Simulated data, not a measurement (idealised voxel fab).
Process module heading - voxel gate over fins
Cross-section cut spans 160 nm and uses square cells 5 nm in size.
Cross-section spec: square-cell grid; bands listed top down; each band is one or more rows. The band entry comprises the height of the band's top followed by the height of its bottom, expressed in nm, and subsequently the band's materials from left to right, each stated together with its width in nm. Where a single material is marked with the word "edge to edge", that material fills the band from edge to edge. The word "empty" represents empty space. The reference from which all heights are counted is 0, the level beneath which the as-received wafer is entirely one material; the lowest band, having no lower bound, proceeds downward and is written after the example "0 and below". Width: "30..40" (first number = top row, second number = bottom row, same change from row to row of cells). "nothing was modified", as given for a step, is the statement that not any cell of the cross-section underwent a change during that step. Fully sealed cavities: empty space of 8 cells or more with no open way to the top, each as width x height at its distance from the left edge, in nm. Past the settings on a step's line: simulator remark, on that step. overlay nm: mask right of planned place by this much (step with mask). Neg. = left. The remainder of this document consists of a sequence of paired cross-sections. Each pair presents the cross-section prior to one process step together with the cross-section following it, the latter being rendered only as deep as the lowest band that underwent change. The intervening step, together with its settings, is stated beneath each pair. Because the pairs may originate from different runs of this module on the same starting wafer, a given pair is to be read as continuing from the preceding pair only where its entry headed "Ex-ante state" so indicates.
Ex-ante state
  5 down to 0: 55 of empty, then 20 of HfO2, then 15 of empty, then 20 of HfO2, then 50 of empty
  0 down to -5: 55 of empty, then 5 of HfO2, then 10 of Si, then 5 of HfO2, then 15 of empty, then 5 of HfO2, then 10 of Si, then 5 of HfO2, then 50 of empty
  -5 down to -10: 60 of HfO2, then 10 of Si, then 25 of HfO2, then 10 of Si, then 55 of HfO2
  -10 down to -35: 60 of SiO2, then 10 of Si, then 25 of SiO2, then 10 of Si, then 55 of SiO2
  -35 and below: Si edge to edge
  Fully sealed cavities: none
Post-Step Section View
  10 down to 5: 50 of empty, then 30 of TiN, then 5 of empty, then 30 of TiN, then 45 of empty
  5 down to 0: 50 of empty, then 5 of TiN, then 20 of HfO2, then 5 of TiN, then 5 of empty, then 5 of TiN, then 20 of HfO2, then 5 of TiN, then 45 of empty
  0 down to -5: 55 of TiN, then 5 of HfO2, then 10 of Si, then 5 of HfO2, then 15 of TiN, then 5 of HfO2, then 10 of Si, then 5 of HfO2, then 50 of TiN
  Note: structure below -5 unchanged.
  Fully sealed cavities: none
The step occurring between the two cross-sections depicted above is identified as CONFORMAL_DEP [material TiN] [thk nm 5]
Ex-ante state: Please consult the pair immediately above; the cross-section it shows after its step is the state before this step.
Post-Step Section View
  15 down to 10: 45 of empty, then 75 of TiAl, then 40 of empty
  10 down to 5: 45 of empty, then 5 of TiAl, then 30 of TiN, then 5 of TiAl, then 30 of TiN, then 5 of TiAl, then 40 of empty
  5 down to 0: 50 of TiAl, then 5 of TiN, then 20 of HfO2, then 5 of TiN, then 5 of TiAl, then 5 of TiN, then 20 of HfO2, then 5 of TiN, then 45 of TiAl
  Note: structure below 0 unchanged.
  Fully sealed cavities: none
The step occurring between the two cross-sections depicted above is identified as CONFORMAL_DEP [material TiAl] [thk nm 5]
Ex-ante state: Please consult the pair immediately above; the cross-section it shows after its step is the state before this step.
Post-Step Section View
  20 down to 15: 40 of empty, then 85 of TiN, then 35 of empty
  15 down to 10: 40 of empty, then 5 of TiN, then 75 of TiAl, then 5 of TiN, then 35 of empty
  10 down to 5: 45 of TiN, then 5 of TiAl, then 30 of TiN, then 5 of TiAl, then 30 of TiN, then 5 of TiAl, then 40 of TiN
  Note: structure below 5 unchanged.
  Fully sealed cavities: none
The step occurring between the two cross-sections depicted above is identified as CONFORMAL_DEP [material TiN] [thk nm 5]
Ex-ante state: Please consult the pair immediately above; the cross-section it shows after its step is the state before this step.
Post-Step Section View
  30 down to 20: W edge to edge
  20 down to 15: 40 of W, then 85 of TiN, then 35 of W
  15 down to 10: 40 of W, then 5 of TiN, then 75 of TiAl, then 5 of TiN, then 35 of W
  Note: structure below 10 unchanged.
  Fully sealed cavities: none
The step occurring between the two cross-sections depicted above is identified as FILL_DEP [material W] [thk nm 10]
Ex-ante state: Please consult the pair immediately above; the cross-section it shows after its step is the state before this step.
Post-Step Section View
  25 down to 20: W edge to edge
  Note: structure below 20 unchanged.
  Fully sealed cavities: none
The step occurring between the two cross-sections depicted above is identified as CMP [height nm 25]
Ex-ante state: Please consult the pair immediately above; the cross-section it shows after its step is the state before this step.
Post-Step Section View
  30 down to 25: SiCN edge to edge
  Note: structure below 25 unchanged.
  Fully sealed cavities: none
The step occurring between the two cross-sections depicted above is identified as CONFORMAL_DEP [material SiCN] [thk nm 5]
Ex-ante state
  15 down to 5: aC edge to edge
  5 down to 0: SiN edge to edge
  0 and below: Si edge to edge
  Fully sealed cavities: none
Post-Step Section View
  45 down to 15: 45 of empty, then 15 of resist, then 20 of empty, then 15 of resist, then 65 of empty
  Note: structure below 15 unchanged.
  Fully sealed cavities: none
The step occurring between the two cross-sections depicted above is identified as PATTERN [tone cover] [mask id FINS] [material resist] [width nm 15] [pitch nm 35] [thk nm 30] [overlay nm -10]
Ex-ante state: Please consult the pair immediately above; the cross-section it shows after its step is the state before this step.
Post-Step Section View
  35 down to 15: 45 of empty, then 15 of resist, then 20 of empty, then 15 of resist, then 65 of empty
  15 down to 5: 45 of empty, then 15 of aC, then 20 of empty, then 15 of aC, then 65 of empty
  Note: structure below 5 unchanged.
  Fully sealed cavities: none
The step occurring between the two cross-sections depicted above is identified as DIRECTIONAL_ETCH [etch materials aC] [depth nm 10]
Ex-ante state: Please consult the pair immediately above; the cross-section it shows after its step is the state before this step.
Post-Step Section View
  15 down to 5: 45 of empty, then 15 of aC, then 20 of empty, then 15 of aC, then 65 of empty
  Note: structure below 5 unchanged.
  Fully sealed cavities: none
The step occurring between the two cross-sections depicted above is identified as STRIP [etch materials resist]
Ex-ante state: Please consult the pair immediately above; the cross-section it shows after its step is the state before this step.
Post-Step Section View
  15 down to 5: 45 of empty, then 15 of aC, then 20 of empty, then 15 of aC, then 65 of empty
  5 down to 0: 45 of empty, then 15 of SiN, then 20 of empty, then 15 of SiN, then 65 of empty
  Note: structure below 0 unchanged.
  Fully sealed cavities: none
The step occurring between the two cross-sections depicted above is identified as DIRECTIONAL_ETCH [etch materials SiN] [depth nm 5]
Ex-ante state: Please consult the pair immediately above; the cross-section it shows after its step is the state before this step.
Post-Step Section View
  15 down to 5: 45 of empty, then 15 of aC, then 20 of empty, then 15 of aC, then 65 of empty
  5 down to 0: 45 of empty, then 15 of SiN, then 20 of empty, then 15 of SiN, then 65 of empty
  0 down to -30: 45 of empty, then 15 of Si, then 20 of empty, then 15 of Si, then 65 of empty
  Note: structure below -30 unchanged.
  Fully sealed cavities: none
The step occurring between the two cross-sections depicted above is identified as DIRECTIONAL_ETCH [etch materials Si] [depth nm 30]
Ex-ante state: Please consult the pair immediately above; the cross-section it shows after its step is the state before this step.
Post-Step Section View
  5 down to 0: 45 of empty, then 15 of SiN, then 20 of empty, then 15 of SiN, then 65 of empty
  Note: structure below 0 unchanged.
  Fully sealed cavities: none
The step occurring between the two cross-sections depicted above is identified as STRIP [etch materials aC]
Ex-ante state: Please consult the pair immediately above; the cross-section it shows after its step is the state before this step.
Post-Step Section View
  5 down to 0: 45 of empty, then 15 of SiN, then 20 of empty, then 15 of SiN, then 65 of empty
  0 down to -30: 45 of empty, then 5 of SiO2, then 5 of Si, then 5 of SiO2, then 20 of empty, then 5 of SiO2, then 5 of Si, then 5 of SiO2, then 65 of empty
  -30 down to -35: 50 of SiO2, then 5 of Si, then 30 of SiO2, then 5 of Si, then 70 of SiO2
  Note: structure below -35 unchanged.
  Fully sealed cavities: none
The step occurring between the two cross-sections depicted above is identified as OXIDIZE [depth nm 5]
Ex-ante state: Please consult the pair immediately above; the cross-section it shows after its step is the state before this step.
Post-Step Section View
  15 down to 5: SiO2 edge to edge
  5 down to 0: 45 of SiO2, then 15 of SiN, then 20 of SiO2, then 15 of SiN, then 65 of SiO2
  0 down to -35: 50 of SiO2, then 5 of Si, then 30 of SiO2, then 5 of Si, then 70 of SiO2
  Note: structure below -35 unchanged.
  Fully sealed cavities: none
The step occurring between the two cross-sections depicted above is identified as FILL_DEP [material SiO2] [thk nm 10]
Ex-ante state: Please consult the pair immediately above; the cross-section it shows after its step is the state before this step.
Post-Step Section View
  5 down to 0: 45 of SiO2, then 15 of SiN, then 20 of SiO2, then 15 of SiN, then 65 of SiO2
  Note: structure below 0 unchanged.
  Fully sealed cavities: none
The step occurring between the two cross-sections depicted above is identified as CMP [height nm 5]
Ex-ante state: Please consult the pair immediately above; the cross-section it shows after its step is the state before this step.
Post-Step Section View
  5 down to 0: 45 of empty, then 15 of SiN, then 20 of empty, then 15 of SiN, then 65 of empty
  0 down to -10: 50 of empty, then 5 of Si, then 30 of empty, then 5 of Si, then 70 of empty
  Note: structure below -10 unchanged.
  Fully sealed cavities: none
The step occurring between the two cross-sections depicted above is identified as SELECTIVE_ETCH [etch materials SiO2] [depth nm 15]
Ex-ante state: Please consult the pair immediately above; the cross-section it shows after its step is the state before this step.
Post-Step Section View
  0 down to -10: 50 of empty, then 5 of Si, then 30 of empty, then 5 of Si, then 70 of empty
  Note: structure below -10 unchanged.
  Fully sealed cavities: none
The step occurring between the two cross-sections depicted above is identified as STRIP [etch materials SiN]
Ex-ante state: Please consult the pair immediately above; the cross-section it shows after its step is the state before this step.
Post-Step Section View
  5 down to 0: 45 of empty, then 15 of HfO2, then 20 of empty, then 15 of HfO2, then 65 of empty
  0 down to -5: 45 of empty, then 5 of HfO2, then 5 of Si, then 5 of HfO2, then 20 of empty, then 5 of HfO2, then 5 of Si, then 5 of HfO2, then 65 of empty
  -5 down to -10: 50 of HfO2, then 5 of Si, then 30 of HfO2, then 5 of Si, then 70 of HfO2
  Note: structure below -10 unchanged.
  Fully sealed cavities: none
The step occurring between the two cross-sections depicted above is identified as CONFORMAL_DEP [material HfO2] [thk nm 5]
Ex-ante state: Please consult the pair immediately above; the cross-section it shows after its step is the state before this step.
Post-Step Section View
  10 down to 5: 40 of empty, then 25 of TiN, then 10 of empty, then 25 of TiN, then 60 of empty
  5 down to 0: 40 of empty, then 5 of TiN, then 15 of HfO2, then 5 of TiN, then 10 of empty, then 5 of TiN, then 15 of HfO2, then 5 of TiN, then 60 of empty
  0 down to -5: 45 of TiN, then 5 of HfO2, then 5 of Si, then 5 of HfO2, then 20 of TiN, then 5 of HfO2, then 5 of Si, then 5 of HfO2, then 65 of TiN
  Note: structure below -5 unchanged.
  Fully sealed cavities: none
The step occurring between the two cross-sections depicted above is identified as CONFORMAL_DEP [material TiN] [thk nm 5]
Ex-ante state: Please consult the pair immediately above; the cross-section it shows after its step is the state before this step.
Post-Step Section View
  15 down to 10: 35 of empty, then 70 of TiAl, then 55 of empty
  10 down to 5: 35 of empty, then 5 of TiAl, then 25 of TiN, then 10 of TiAl, then 25 of TiN, then 5 of TiAl, then 55 of empty
  5 down to 0: 40 of TiAl, then 5 of TiN, then 15 of HfO2, then 5 of TiN, then 10 of TiAl, then 5 of TiN, then 15 of HfO2, then 5 of TiN, then 60 of TiAl
  Note: structure below 0 unchanged.
  Fully sealed cavities: none
The step occurring between the two cross-sections depicted above is identified as CONFORMAL_DEP [material TiAl] [thk nm 5]
Ex-ante state: Please consult the pair immediately above; the cross-section it shows after its step is the state before this step.
Post-Step Section View
  20 down to 15: 30 of empty, then 80 of TiN, then 50 of empty
  15 down to 10: 30 of empty, then 5 of TiN, then 70 of TiAl, then 5 of TiN, then 50 of empty
  10 down to 5: 35 of TiN, then 5 of TiAl, then 25 of TiN, then 10 of TiAl, then 25 of TiN, then 5 of TiAl, then 55 of TiN
  Note: structure below 5 unchanged.
  Fully sealed cavities: none
The step occurring between the two cross-sections depicted above is identified as CONFORMAL_DEP [material TiN] [thk nm 5]
Ex-ante state: Please consult the pair immediately above; the cross-section it shows after its step is the state before this step.
Post-Step Section View
  30 down to 20: W edge to edge
  20 down to 15: 30 of W, then 80 of TiN, then 50 of W
  15 down to 10: 30 of W, then 5 of TiN, then 70 of TiAl, then 5 of TiN, then 50 of W
  Note: structure below 10 unchanged.
  Fully sealed cavities: none
The step occurring between the two cross-sections depicted above is identified as FILL_DEP [material W] [thk nm 10]
Ex-ante state: Please consult the pair immediately above; the cross-section it shows after its step is the state before this step.
Post-Step Section View
  25 down to 20: W edge to edge
  Note: structure below 20 unchanged.
  Fully sealed cavities: none
The step occurring between the two cross-sections depicted above is identified as CMP [height nm 25]
Ex-ante state: Please consult the pair immediately above; the cross-section it shows after its step is the state before this step.
Post-Step Section View
  30 down to 25: SiCN edge to edge
  Note: structure below 25 unchanged.
  Fully sealed cavities: none
The step occurring between the two cross-sections depicted above is identified as CONFORMAL_DEP [material SiCN] [thk nm 5]
Ex-ante state
  5 down to 0: 55 of empty, then 15 of HfO2, then 20 of empty, then 15 of HfO2, then 55 of empty
  0 down to -5: 55 of empty, then 5 of HfO2, then 5 of Si, then 5 of HfO2, then 20 of empty, then 5 of HfO2, then 5 of Si, then 5 of HfO2, then 55 of empty
  -5 down to -10: 60 of HfO2, then 5 of Si, then 30 of HfO2, then 5 of Si, then 60 of HfO2
  -10 down to -35: 60 of SiO2, then 5 of Si, then 30 of SiO2, then 5 of Si, then 60 of SiO2
  -35 and below: Si edge to edge
  Fully sealed cavities: none
Post-Step Section View
  10 down to 5: 50 of empty, then 25 of W, then 10 of empty, then 25 of W, then 50 of empty
  5 down to 0: 50 of empty, then 5 of W, then 15 of HfO2, then 5 of W, then 10 of empty, then 5 of W, then 15 of HfO2, then 5 of W, then 50 of empty
  0 down to -5: 55 of W, then 5 of HfO2, then 5 of Si, then 5 of HfO2, then 20 of W, then 5 of HfO2, then 5 of Si, then 5 of HfO2, then 55 of W
  Note: structure below -5 unchanged.
  Fully sealed cavities: none
The step occurring between the two cross-sections depicted above is identified as CONFORMAL_DEP [material W] [thk nm 5]
Ex-ante state: Please consult the pair immediately above; the cross-section it shows after its step is the state before this step.
Post-Step Section View
  15 down to 10: 45 of empty, then 70 of TiAl, then 45 of empty
  10 down to 5: 45 of empty, then 5 of TiAl, then 25 of W, then 10 of TiAl, then 25 of W, then 5 of TiAl, then 45 of empty
  5 down to 0: 50 of TiAl, then 5 of W, then 15 of HfO2, then 5 of W, then 10 of TiAl, then 5 of W, then 15 of HfO2, then 5 of W, then 50 of TiAl
  Note: structure below 0 unchanged.
  Fully sealed cavities: none
The step occurring between the two cross-sections depicted above is identified as CONFORMAL_DEP [material TiAl] [thk nm 5]
Ex-ante state: Please consult the pair immediately above; the cross-section it shows after its step is the state before this step.
Post-Step Section View
  20 down to 15: 40 of empty, then 80 of TiN, then 40 of empty
  15 down to 10: 40 of empty, then 5 of TiN, then 70 of TiAl, then 5 of TiN, then 40 of empty
  10 down to 5: 45 of TiN, then 5 of TiAl, then 25 of W, then 10 of TiAl, then 25 of W, then 5 of TiAl, then 45 of TiN
  Note: structure below 5 unchanged.
  Fully sealed cavities: none
The step occurring between the two cross-sections depicted above is identified as CONFORMAL_DEP [material TiN] [thk nm 5]
Ex-ante state: Please consult the pair immediately above; the cross-section it shows after its step is the state before this step.
Post-Step Section View
  30 down to 20: W edge to edge
  20 down to 15: 40 of W, then 80 of TiN, then 40 of W
  15 down to 10: 40 of W, then 5 of TiN, then 70 of TiAl, then 5 of TiN, then 40 of W
  Note: structure below 10 unchanged.
  Fully sealed cavities: none
The step occurring between the two cross-sections depicted above is identified as FILL_DEP [material W] [thk nm 10]
Ex-ante state: Please consult the pair immediately above; the cross-section it shows after its step is the state before this step.
Post-Step Section View
  25 down to 20: W edge to edge
  Note: structure below 20 unchanged.
  Fully sealed cavities: none
The step occurring between the two cross-sections depicted above is identified as CMP [height nm 25]
Ex-ante state: Please consult the pair immediately above; the cross-section it shows after its step is the state before this step.
Post-Step Section View
  30 down to 25: SiCN edge to edge
  Note: structure below 25 unchanged.
  Fully sealed cavities: none
The step occurring between the two cross-sections depicted above is identified as CONFORMAL_DEP [material SiCN] [thk nm 5]
Ex-ante state
  15 down to 5: aC edge to edge
  5 down to 0: SiN edge to edge
  0 and below: Si edge to edge
  Fully sealed cavities: none
Post-Step Section View
  45 down to 15: 55 of resist, then 15 of empty, then 20 of resist, then 15 of empty, then 55 of resist
  Note: structure below 15 unchanged.
  Fully sealed cavities: none
The step occurring between the two cross-sections depicted above is identified as PATTERN [tone open] [mask id FINS] [material resist] [width nm 15] [pitch nm 35] [thk nm 30] [overlay nm 0]
Ex-ante state: Please consult the pair immediately above; the cross-section it shows after its step is the state before this step.
Post-Step Section View
  35 down to 15: 55 of resist, then 15 of empty, then 20 of resist, then 15 of empty, then 55 of resist
  15 down to 5: 55 of aC, then 15 of empty, then 20 of aC, then 15 of empty, then 55 of aC
  Note: structure below 5 unchanged.
  Fully sealed cavities: none
The step occurring between the two cross-sections depicted above is identified as DIRECTIONAL_ETCH [etch materials aC] [depth nm 10]
Ex-ante state: Please consult the pair immediately above; the cross-section it shows after its step is the state before this step.
Post-Step Section View
  15 down to 5: 55 of aC, then 15 of empty, then 20 of aC, then 15 of empty, then 55 of aC
  Note: structure below 5 unchanged.
  Fully sealed cavities: none
The step occurring between the two cross-sections depicted above is identified as STRIP [etch materials resist]
Ex-ante state: Please consult the pair immediately above; the cross-section it shows after its step is the state before this step.
Post-Step Section View
  15 down to 5: 55 of aC, then 15 of empty, then 20 of aC, then 15 of empty, then 55 of aC
  5 down to 0: 55 of SiN, then 15 of empty, then 20 of SiN, then 15 of empty, then 55 of SiN
  Note: structure below 0 unchanged.
  Fully sealed cavities: none
The step occurring between the two cross-sections depicted above is identified as DIRECTIONAL_ETCH [etch materials SiN] [depth nm 5]
Ex-ante state: Please consult the pair immediately above; the cross-section it shows after its step is the state before this step.
Post-Step Section View
  15 down to 5: 55 of aC, then 15 of empty, then 20 of aC, then 15 of empty, then 55 of aC
  5 down to 0: 55 of SiN, then 15 of empty, then 20 of SiN, then 15 of empty, then 55 of SiN
  0 down to -30: 55 of Si, then 15 of empty, then 20 of Si, then 15 of empty, then 55 of Si
  Note: structure below -30 unchanged.
  Fully sealed cavities: none
The step occurring between the two cross-sections depicted above is identified as DIRECTIONAL_ETCH [etch materials Si] [depth nm 30]
Ex-ante state: Please consult the pair immediately above; the cross-section it shows after its step is the state before this step.
Post-Step Section View
  5 down to 0: 55 of SiN, then 15 of empty, then 20 of SiN, then 15 of empty, then 55 of SiN
  Note: structure below 0 unchanged.
  Fully sealed cavities: none
The step occurring between the two cross-sections depicted above is identified as STRIP [etch materials aC]
Ex-ante state: Please consult the pair immediately above; the cross-section it shows after its step is the state before this step.
Post-Step Section View
  5 down to 0: 55 of SiN, then 15 of empty, then 20 of SiN, then 15 of empty, then 55 of SiN
  0 down to -30: 50 of Si, then 5 of SiO2, then 15 of empty, then 5 of SiO2, then 10 of Si, then 5 of SiO2, then 15 of empty, then 5 of SiO2, then 50 of Si
  -30 down to -35: 50 of Si, then 25 of SiO2, then 10 of Si, then 25 of SiO2, then 50 of Si
  Note: structure below -35 unchanged.
  Fully sealed cavities: none
The step occurring between the two cross-sections depicted above is identified as OXIDIZE [depth nm 5]
Ex-ante state: Please consult the pair immediately above; the cross-section it shows after its step is the state before this step.
Post-Step Section View
  15 down to 5: SiO2 edge to edge
  5 down to 0: 55 of SiN, then 15 of SiO2, then 20 of SiN, then 15 of SiO2, then 55 of SiN
  0 down to -35: 50 of Si, then 25 of SiO2, then 10 of Si, then 25 of SiO2, then 50 of Si
  Note: structure below -35 unchanged.
  Fully sealed cavities: none
The step occurring between the two cross-sections depicted above is identified as FILL_DEP [material SiO2] [thk nm 10]
Ex-ante state: Please consult the pair immediately above; the cross-section it shows after its step is the state before this step.
Post-Step Section View
  5 down to 0: 55 of SiN, then 15 of SiO2, then 20 of SiN, then 15 of SiO2, then 55 of SiN
  Note: structure below 0 unchanged.
  Fully sealed cavities: none
The step occurring between the two cross-sections depicted above is identified as CMP [height nm 5]
Ex-ante state: Please consult the pair immediately above; the cross-section it shows after its step is the state before this step.
Post-Step Section View
  5 down to 0: 55 of SiN, then 15 of empty, then 20 of SiN, then 15 of empty, then 55 of SiN
  0 down to -10: 50 of Si, then 25 of empty, then 10 of Si, then 25 of empty, then 50 of Si
  Note: structure below -10 unchanged.
  Fully sealed cavities: none
The step occurring between the two cross-sections depicted above is identified as SELECTIVE_ETCH [etch materials SiO2] [depth nm 15]
Ex-ante state: Please consult the pair immediately above; the cross-section it shows after its step is the state before this step.
Post-Step Section View
  0 down to -10: 50 of Si, then 25 of empty, then 10 of Si, then 25 of empty, then 50 of Si
  Note: structure below -10 unchanged.
  Fully sealed cavities: none
The step occurring between the two cross-sections depicted above is identified as STRIP [etch materials SiN]
Ex-ante state: Please consult the pair immediately above; the cross-section it shows after its step is the state before this step.
Post-Step Section View
  5 down to 0: 55 of HfO2, then 15 of empty, then 20 of HfO2, then 15 of empty, then 55 of HfO2
  0 down to -5: 50 of Si, then 5 of HfO2, then 15 of empty, then 5 of HfO2, then 10 of Si, then 5 of HfO2, then 15 of empty, then 5 of HfO2, then 50 of Si
  -5 down to -10: 50 of Si, then 25 of HfO2, then 10 of Si, then 25 of HfO2, then 50 of Si
  Note: structure below -10 unchanged.
  Fully sealed cavities: none
The step occurring between the two cross-sections depicted above is identified as CONFORMAL_DEP [material HfO2] [thk nm 5]
Ex-ante state: Please consult the pair immediately above; the cross-section it shows after its step is the state before this step.
Post-Step Section View
  10 down to 5: 60 of TiN, then 5 of empty, then 30 of TiN, then 5 of empty, then 60 of TiN
  5 down to 0: 55 of HfO2, then 5 of TiN, then 5 of empty, then 5 of TiN, then 20 of HfO2, then 5 of TiN, then 5 of empty, then 5 of TiN, then 55 of HfO2
  0 down to -5: 50 of Si, then 5 of HfO2, then 15 of TiN, then 5 of HfO2, then 10 of Si, then 5 of HfO2, then 15 of TiN, then 5 of HfO2, then 50 of Si
  Note: structure below -5 unchanged.
  Fully sealed cavities: none
The step occurring between the two cross-sections depicted above is identified as CONFORMAL_DEP [material TiN] [thk nm 5]
Ex-ante state: Please consult the pair immediately above; the cross-section it shows after its step is the state before this step.
Post-Step Section View
  15 down to 10: TiAl edge to edge
  10 down to 5: 60 of TiN, then 5 of TiAl, then 30 of TiN, then 5 of TiAl, then 60 of TiN
  5 down to 0: 55 of HfO2, then 5 of TiN, then 5 of TiAl, then 5 of TiN, then 20 of HfO2, then 5 of TiN, then 5 of TiAl, then 5 of TiN, then 55 of HfO2
  Note: structure below 0 unchanged.
  Fully sealed cavities: none
The step occurring between the two cross-sections depicted above is identified as CONFORMAL_DEP [material TiAl] [thk nm 5]
Ex-ante state: Please consult the pair immediately above; the cross-section it shows after its step is the state before this step.
Post-Step Section View
  20 down to 15: TiN edge to edge
  Note: structure below 15 unchanged.
  Fully sealed cavities: none
The step occurring between the two cross-sections depicted above is identified as CONFORMAL_DEP [material TiN] [thk nm 5]
Ex-ante state: Please consult the pair immediately above; the cross-section it shows after its step is the state before this step.
Post-Step Section View
  30 down to 20: W edge to edge
  Note: structure below 20 unchanged.
  Fully sealed cavities: none
The step occurring between the two cross-sections depicted above is identified as FILL_DEP [material W] [thk nm 10]
Ex-ante state: Please consult the pair immediately above; the cross-section it shows after its step is the state before this step.
Post-Step Section View
  25 down to 20: W edge to edge
  Note: structure below 20 unchanged.
  Fully sealed cavities: none
The step occurring between the two cross-sections depicted above is identified as CMP [height nm 25]
Ex-ante state: Please consult the pair immediately above; the cross-section it shows after its step is the state before this step.
Post-Step Section View
  30 down to 25: SiCN edge to edge
  Note: structure below 25 unchanged.
  Fully sealed cavities: none
The step occurring between the two cross-sections depicted above is identified as CONFORMAL_DEP [material SiCN] [thk nm 5]
